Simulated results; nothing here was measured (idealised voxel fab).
process module | voxel gate over fins
cross-section cut | 170 nm wide | cells 5 nm
A cross-section is a grid of square cells, given in bands from the top down. A band is one or more rows of cells.
Each band's line starts with the height of the band's top and of its bottom, in nm. Then come its materials from left to right, each with its width in nm. One material with "throughout" fills the band from edge to edge. "air" is empty space.
Height 0 is the level under which the wafer as received is all one material. The lowest band goes on downwards, as in "0 down".
A width such as "30 to 40" changes by the same amount from each row of cells to the next, from the band's top row to its bottom row.
"no change" after a step means that no cell of the cross-section changed.
closed voids: empty space of 8 cells or more with no open way to the top, each as width x height at its distance from the left edge, in nm
after a step's settings: what the simulator itself notes on the step
overlay nm, on a step with a mask: how far to the right of its planned place the mask lay; to the left if negative
plan
1 op RECEIVE | material Si
2 op CONFORMAL_DEP | material SiN | thk nm 5
3 op MASKED_ETCH | tone cover | mask id FINS | width nm 15 | pitch nm 60 | etch materials SiN | depth nm 5 | overlay nm 0
4 op MASKED_ETCH | tone cover | mask id FINS | width nm 15 | pitch nm 60 | etch materials Si | depth nm 40 | overlay nm 0
5 op FILL_DEP | material SiO2 | thk nm 10
6 op CMP | height nm 5
7 op DIRECTIONAL_DEP | material aC | thk nm 10
8 op PATTERN | tone open | mask id RAIL | material resist | width nm 15 | thk nm 25 | overlay nm 0
9 op DIRECTIONAL_ETCH | etch materials aC | depth nm 10
10 op STRIP | etch materials resist
11 op DIRECTIONAL_ETCH | etch materials SiO2 | depth nm 40
12 op STRIP | etch materials aC
13 op CONFORMAL_DEP | material TiN | thk nm 5
14 op FILL_DEP | material Ru | thk nm 5
15 op CMP | height nm 5
16 op SELECTIVE_ETCH | etch materials W Ru TiN | depth nm 20
17 op FILL_DEP | material SiO2 | thk nm 5
18 op CMP | height nm 5
19 op SELECTIVE_ETCH | etch materials SiO2 | depth nm 15
20 op STRIP | etch materials SiN
21 op CONFORMAL_DEP | material HfO2 | thk nm 5
22 op CONFORMAL_DEP | material TiN | thk nm 5
23 op FILL_DEP | material W | thk nm 15
24 op CMP | height nm 20
25 op CONFORMAL_DEP | material SiCN | thk nm 10
first wafer, as planned
as received, after step 1
  0 down: Si throughout
  closed voids: none
after step 2
  5 to 0: SiN throughout
  below 0: unchanged
after step 3
  5 to 0: air 45 | SiN 15 | air 45 | SiN 15 | air 50
  below 0: unchanged
after step 4
  5 to 0: air 45 | SiN 15 | air 45 | SiN 15 | air 50
  0 to -40: air 45 | Si 15 | air 45 | Si 15 | air 50
  below -40: unchanged
after step 5
  15 to 5: SiO2 throughout
  5 to 0: SiO2 45 | SiN 15 | SiO2 45 | SiN 15 | SiO2 50
  0 to -40: SiO2 45 | Si 15 | SiO2 45 | Si 15 | SiO2 50
  below -40: unchanged
after step 6
  5 to 0: SiO2 45 | SiN 15 | SiO2 45 | SiN 15 | SiO2 50
  below 0: unchanged
after step 7
  15 to 5: aC throughout
  below 5: unchanged
after step 8
  40 to 15: resist 75 | air 15 | resist 80
  below 15: unchanged
after step 9
  30 to 15: resist 75 | air 15 | resist 80
  15 to 5: aC 75 | air 15 | aC 80
  below 5: unchanged
after step 10
  15 to 5: aC 75 | air 15 | aC 80
  below 5: unchanged
after step 11
  15 to 5: aC 75 | air 15 | aC 80
  5 to 0: SiO2 45 | SiN 15 | SiO2 15 | air 15 | SiO2 15 | SiN 15 | SiO2 50
  0 to -35: SiO2 45 | Si 15 | SiO2 15 | air 15 | SiO2 15 | Si 15 | SiO2 50
  below -35: unchanged
after step 12
  5 to 0: SiO2 45 | SiN 15 | SiO2 15 | air 15 | SiO2 15 | SiN 15 | SiO2 50
  below 0: unchanged
after step 13
  10 to 5: TiN 80 | air 5 | TiN 85
  5 to 0: SiO2 45 | SiN 15 | SiO2 15 | TiN 5 | air 5 | TiN 5 | SiO2 15 | SiN 15 | SiO2 50
  0 to -30: SiO2 45 | Si 15 | SiO2 15 | TiN 5 | air 5 | TiN 5 | SiO2 15 | Si 15 | SiO2 50
  -30 to -35: SiO2 45 | Si 15 | SiO2 15 | TiN 15 | SiO2 15 | Si 15 | SiO2 50
  below -35: unchanged
after step 14
  15 to 10: Ru throughout
  10 to 5: TiN 80 | Ru 5 | TiN 85
  5 to 0: SiO2 45 | SiN 15 | SiO2 15 | TiN 5 | Ru 5 | TiN 5 | SiO2 15 | SiN 15 | SiO2 50
  0 to -30: SiO2 45 | Si 15 | SiO2 15 | TiN 5 | Ru 5 | TiN 5 | SiO2 15 | Si 15 | SiO2 50
  below -30: unchanged
after step 15
  5 to 0: SiO2 45 | SiN 15 | SiO2 15 | TiN 5 | Ru 5 | TiN 5 | SiO2 15 | SiN 15 | SiO2 50
  below 0: unchanged
after step 16
  5 to 0: SiO2 45 | SiN 15 | SiO2 15 | air 15 | SiO2 15 | SiN 15 | SiO2 50
  0 to -15: SiO2 45 | Si 15 | SiO2 15 | air 15 | SiO2 15 | Si 15 | SiO2 50
  below -15: unchanged
after step 17
  10 to 5: SiO2 throughout
  5 to 0: SiO2 45 | SiN 15 | SiO2 45 | SiN 15 | SiO2 50
  0 to -15: SiO2 45 | Si 15 | SiO2 45 | Si 15 | SiO2 50
  below -15: unchanged
after step 18
  5 to 0: SiO2 45 | SiN 15 | SiO2 45 | SiN 15 | SiO2 50
  below 0: unchanged
after step 19
  5 to 0: air 45 | SiN 15 | air 45 | SiN 15 | air 50
  0 to -10: air 45 | Si 15 | air 45 | Si 15 | air 50
  below -10: unchanged
after step 20
  0 to -10: air 45 | Si 15 | air 45 | Si 15 | air 50
  below -10: unchanged
after step 21
  5 to 0: air 40 | HfO2 25 | air 35 | HfO2 25 | air 45
  0 to -5: air 40 | HfO2 5 | Si 15 | HfO2 5 | air 35 | HfO2 5 | Si 15 | HfO2 5 | air 45
  -5 to -10: HfO2 45 | Si 15 | HfO2 45 | Si 15 | HfO2 50
  below -10: unchanged
after step 22
  10 to 5: air 35 | TiN 35 | air 25 | TiN 35 | air 40
  5 to 0: air 35 | TiN 5 | HfO2 25 | TiN 5 | air 25 | TiN 5 | HfO2 25 | TiN 5 | air 40
  0 to -5: TiN 40 | HfO2 5 | Si 15 | HfO2 5 | TiN 35 | HfO2 5 | Si 15 | HfO2 5 | TiN 45
  below -5: unchanged
after step 23
  25 to 10: W throughout
  10 to 5: W 35 | TiN 35 | W 25 | TiN 35 | W 40
  5 to 0: W 35 | TiN 5 | HfO2 25 | TiN 5 | W 25 | TiN 5 | HfO2 25 | TiN 5 | W 40
  below 0: unchanged
after step 24
  20 to 10: W throughout
  below 10: unchanged
after step 25
  30 to 20: SiCN throughout
  below 20: unchanged
second wafer: like start, like plan, one mistake. Through step 20 it matches the first wafer
when step 21 should have ended: no change
when step 22 should have ended
  5 to 0: air 40 | TiN 25 | air 35 | TiN 25 | air 45
  0 to -5: air 40 | TiN 5 | Si 15 | TiN 5 | air 35 | TiN 5 | Si 15 | TiN 5 | air 45
  -5 to -10: TiN 45 | Si 15 | TiN 45 | Si 15 | TiN 50
  below -10: unchanged
when step 23 should have ended
  20 to 5: W throughout
  5 to 0: W 40 | TiN 25 | W 35 | TiN 25 | W 45
  0 to -5: W 40 | TiN 5 | Si 15 | TiN 5 | W 35 | TiN 5 | Si 15 | TiN 5 | W 45
  below -5: unchanged
when step 24 should have ended: no change
when step 25 should have ended
  30 to 20: SiCN throughout
  below 20: unchanged
what went wrong: step 21 was left out
at the end the second wafer has, in cells: 42 fewer of HfO2 | 42 more of W
